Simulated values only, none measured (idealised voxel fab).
process module | voxel tone inversion
cross-section cut | 150 nm wide | cells 5 nm
A cross-section is a grid of square cells, given in bands from the top down. A band is one or more rows of cells.
Each band's line starts with the height of the band's top and of its bottom, in nm. Then come its materials from left to right, each with its width in nm. One material with "throughout" fills the band from edge to edge. "air" is empty space.
Height 0 is the level under which the wafer as received is all one material. The lowest band goes on downwards, as in "0 down".
A width such as "30 to 40" changes by the same amount from each row of cells to the next, from the band's top row to its bottom row.
"no change" after a step means that no cell of the cross-section changed.
closed voids: empty space of 8 cells or more with no open way to the top, each as width x height at its distance from the left edge, in nm
after a step's settings: what the simulator itself notes on the step
overlay nm, on a step with a mask: how far to the right of its planned place the mask lay; to the left if negative
plan
1 op RECEIVE | material Si
2 op CONFORMAL_DEP | material SiN | thk nm 5
3 op DIRECTIONAL_DEP | material aC | thk nm 15
4 op PATTERN | tone cover | mask id POSTS | material resist | width nm 25 | pitch nm 40 | thk nm 25 | overlay nm 0
5 op DIRECTIONAL_ETCH | etch materials aC | depth nm 15
6 op STRIP | etch materials resist
7 op FILL_DEP | material SiO2 | thk nm 10
8 op CMP | height nm 20
9 op STRIP | etch materials aC
as received, after step 1
  0 down: Si throughout
  closed voids: none
first wafer at the end, as planned
  20 to 5: SiO2 40 | air 25 | SiO2 15 | air 25 | SiO2 45
  5 to 0: SiN throughout
  0 down: Si throughout
  closed voids: none
second wafer at the end: like start, like plan, one mistake
  20 to 5: air 40 | SiO2 25 | air 15 | SiO2 25 | air 45
  5 to 0: SiN throughout
  0 down: Si throughout
  closed voids: none
what went wrong: step 4 ran as: op PATTERN | tone open | mask id POSTS | material resist | width nm 25 | pitch nm 40 | thk nm 25 | overlay nm 0
at the end the second wafer has, in cells: 30 fewer of SiO2
